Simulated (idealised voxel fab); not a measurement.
process module | voxel capacitor over wiring
FYI the section here is cut, 260 nm wide, cells are 5 nm squares.
For the purposes of this document, a cross-section shall be understood as a grid of square cells, specified as bands listed in top-to-bottom order, each band consisting of one or more rows of cells. Per band: top height and bottom height in nm, followed by the left-to-right materials and their widths in nm; "all across" marks a single material spanning edge to edge, "blank" marks empty space. Note: height 0 marks the level under which the wafer is uniformly one material as received. Lowest band unbounded below, written "top 0, no bottom". The two numbers in a width such as "30..40" mark its ends across the band: the first belongs to the top row of cells, the second to the bottom row, and from each row to the next the width moves by the same amount. "stayed the same", as given for a step, is the statement that not any cell of the cross-section underwent a change during that step. "Closed void entries" enumerates empty spaces isolated from the top, with no open way to it, that contain at least 8 cells, giving each as width x height at distance from the left edge, all three in nm. Where a step's line continues beyond its settings, the continuation is a remark by the simulator itself on that step. "overlay nm" on a masked step: distance the mask lay right of its planned place, negative for left.
[The process steps that were planned are listed below]
1. RECEIVE [material Si]
2. CONFORMAL_DEP [material SiO2] [thk nm 15]
3. DIRECTIONAL_DEP [material TiN] [thk nm 5]
4. DIRECTIONAL_DEP [material Ru] [thk nm 25]
5. PATTERN [tone cover] [mask id METAL_1] [material resist] [width nm 25] [pitch nm 95] [thk nm 15] [overlay nm 0]
6. DIRECTIONAL_ETCH [etch materials Ru] [depth nm 25]
7. DIRECTIONAL_ETCH [etch materials TiN] [depth nm 5]
8. STRIP [etch materials resist]
9. FILL_DEP [material SiO2] [thk nm 5]
10. CMP [height nm 45]
11. CONFORMAL_DEP [material SiCN] [thk nm 5]
12. DIRECTIONAL_DEP [material SiO2] [thk nm 10]
13. DIRECTIONAL_DEP [material aC] [thk nm 10]
14. PATTERN [tone open] [mask id PLUG_1] [material resist] [width nm 15] [thk nm 25] [overlay nm 0]
15. DIRECTIONAL_ETCH [etch materials aC] [depth nm 10]
16. STRIP [etch materials resist]
17. DIRECTIONAL_ETCH [etch materials SiO2] [depth nm 10]
18. DIRECTIONAL_ETCH [etch materials SiCN] [depth nm 5]
19. STRIP [etch materials aC]
20. EPI [material Ru] [thk nm 10]
21. EPI [material Ru] [thk nm 5]
22. DIRECTIONAL_DEP [material TiN] [thk nm 5]
23. DIRECTIONAL_DEP [material Al2O3] [thk nm 5]
24. DIRECTIONAL_DEP [material TiN] [thk nm 5]
25. MASKED_ETCH [tone cover] [mask id UPPER_PLATE] [width nm 75] [etch materials TiN] [depth nm 5] [overlay nm 0]
26. MASKED_ETCH [tone cover] [mask id UPPER_PLATE] [width nm 75] [etch materials Al2O3] [depth nm 5] [overlay nm 0]
27. DIRECTIONAL_DEP [material aC] [thk nm 15]
28. PATTERN [tone cover] [mask id LOWER_PLATE] [material resist] [width nm 85] [thk nm 30] [overlay nm 0]
29. DIRECTIONAL_ETCH [etch materials aC] [depth nm 15]
30. STRIP [etch materials resist]
31. DIRECTIONAL_ETCH [etch materials TiN] [depth nm 5]
32. STRIP [etch materials aC]
33. FILL_DEP [material SiO2] [thk nm 15]
34. CMP [height nm 85]
35. MASKED_ETCH [tone open] [mask id PLUG_2] [width nm 15] [etch materials SiO2] [depth nm 10] [overlay nm -15]
36. CONFORMAL_DEP [material TiN] [thk nm 5]
37. FILL_DEP [material W] [thk nm 5]
38. CMP [height nm 85]
39. CONFORMAL_DEP [material SiN] [thk nm 5]
Same starting wafers, different overlay nm at step 35. Plan value belongs to the first wafer.
[Cross-sectional view of the first of several wafers in the as-received condition, corresponding to the state following step 1]
    top 0, no bottom = Si all across
    Closed void entries: none
[End-of-module cross-section, first of several wafers, after last step 39]
    top 90, bottom 85 = SiN all across
    top 85, bottom 80 = SiO2=75 | TiN=5 | W=5 | TiN=5 | SiO2=170
    top 80, bottom 70 = SiO2=75..80 | TiN=15..75 | SiO2=170..105
    top 70, bottom 65 = SiO2=80 | Al2O3=75 | SiO2=105
    top 65, bottom 60 = SiO2=75 | TiN=85 | SiO2=100
    top 60, bottom 50 = SiO2=80 | Ru=15 | SiO2=165
    top 50, bottom 45 = SiCN=80 | Ru=15 | SiCN=165
    top 45, bottom 20 = SiO2=70 | Ru=25 | SiO2=70 | Ru=25 | SiO2=70
    top 20, bottom 15 = SiO2=70 | TiN=25 | SiO2=70 | TiN=25 | SiO2=70
    top 15, bottom 0 = SiO2 all across
    top 0, no bottom = Si all across
    Closed void entries: none
[last wafer at the end]
    top 90, bottom 85 = SiN all across
    top 85, bottom 80 = SiO2=105 | TiN=5 | W=5 | TiN=5 | SiO2=140
    top 80, bottom 70 = SiO2=105..80 | TiN=15..75 | SiO2=140..105
    top 70, bottom 65 = SiO2=80 | Al2O3=75 | SiO2=105
    top 65, bottom 60 = SiO2=75 | TiN=85 | SiO2=100
    top 60, bottom 50 = SiO2=80 | Ru=15 | SiO2=165
    top 50, bottom 45 = SiCN=80 | Ru=15 | SiCN=165
    top 45, bottom 20 = SiO2=70 | Ru=25 | SiO2=70 | Ru=25 | SiO2=70
    top 20, bottom 15 = SiO2=70 | TiN=25 | SiO2=70 | TiN=25 | SiO2=70
    top 15, bottom 0 = SiO2 all across
    top 0, no bottom = Si all across
    Closed void entries: none
[Take any row and you have a wafer at the end of the module: how many cells of each material it has gained (+) or lost (-) since it was received, and then its closed voids]
overlay nm -15 | +15 Al2O3 | +59 Ru | +49 SiCN | +52 SiN | +713 SiO2 | +47 TiN | +1 W | Closed void entries: none
overlay nm -10 | +15 Al2O3 | +59 Ru | +49 SiCN | +52 SiN | +713 SiO2 | +47 TiN | +1 W | Closed void entries: none
overlay nm -5 | +15 Al2O3 | +59 Ru | +49 SiCN | +52 SiN | +713 SiO2 | +47 TiN | +1 W | Closed void entries: none
overlay nm 0 | +15 Al2O3 | +59 Ru | +49 SiCN | +52 SiN | +713 SiO2 | +47 TiN | +1 W | Closed void entries: none
overlay nm 5 | +15 Al2O3 | +59 Ru | +49 SiCN | +52 SiN | +713 SiO2 | +47 TiN | +1 W | Closed void entries: none
overlay nm 10 | +15 Al2O3 | +59 Ru | +49 SiCN | +52 SiN | +713 SiO2 | +47 TiN | +1 W | Closed void entries: none
overlay nm 15 | +15 Al2O3 | +59 Ru | +49 SiCN | +52 SiN | +713 SiO2 | +47 TiN | +1 W | Closed void entries: none
